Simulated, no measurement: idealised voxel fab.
Process module under the name voxel self aligned contacts
It is cross-section cut that appears here, measuring 285 nm in width, its square cells being 5 nm in size.
Notation: cross-section as square-cell grid; stated in bands, top first, going down; one or more cell rows per band.
The entry gives the band's vertical extent as a top height and a bottom height in nm, then its horizontal make-up as materials from left to right, each with a width in nm. "empty" stands for empty space; a single material marked "throughout" fills the band edge to edge.
Heights are reckoned from 0. Under this level, the received wafer is all of one material. The bottommost band is open-ended downward, for example "from 0 down".
Think of "30 to 40" as a width that walks from the first number to the second as you go down the band, top row to bottom row, taking equal-sized steps from row to row.
Reading "remained unchanged" for a step: not a cell of the cross-section changed in it.
Entry "Enclosed empty spaces" = empty spaces >= 8 cells with no open way to the top; each as width x height at distance, distance from left edge, all nm.
Formally, on a step line, whatever follows the settings is a remark that the simulator itself makes on the step.
Each step line may optionally specify "overlay nm", which for a step with a mask gives the rightward distance between the mask's planned place and where it lay, a negative value indicating the leftward direction.

### So here's the lineup of process steps we planned
1) RECEIVE,material Si
2) OXIDIZE,depth nm 5
3) DIRECTIONAL_DEP,material polySi,thk nm 20
4) DIRECTIONAL_DEP,material SiN,thk nm 20
5) MASKED_ETCH,tone cover,mask id GATE,width nm 35,pitch nm 80,etch materials SiN,depth nm 20,overlay nm 0
6) MASKED_ETCH,tone cover,mask id GATE,width nm 35,pitch nm 80,etch materials polySi,depth nm 20,overlay nm 0
7) CONFORMAL_DEP,material SiN,thk nm 10
8) DIRECTIONAL_ETCH,etch materials SiN,depth nm 10
9) FILL_DEP,material SiO2,thk nm 15
10) CMP,height nm 45
11) PATTERN,tone open,mask id CONTACT,material resist,width nm 65,thk nm 20,overlay nm 0
12) DIRECTIONAL_ETCH,etch materials SiO2,depth nm 50
13) STRIP,etch materials resist
14) CONFORMAL_DEP,material TiN,thk nm 5
15) FILL_DEP,material Ru,thk nm 10
16) CMP,height nm 45
17) CONFORMAL_DEP,material SiCN,thk nm 5

### Wafer at receipt (post step 1), cross-section
* from 0 down | Si throughout
* Enclosed empty spaces: none

### Cross-section at module end, one run error; start and plan unchanged from above
* from 50 to 45 | SiCN throughout
* from 45 to 40 | 75 of SiO2, 55 of SiN, 25 of TiN, 55 of SiN, 75 of SiO2
* from 40 to 20 | SiN throughout
* from 20 to 0 | polySi throughout
* from 0 to -5 | SiO2 throughout
* from -5 down | Si throughout
* Enclosed empty spaces: none
What was the processing mistake? it should be noted that step 4 of the plan was executed twice
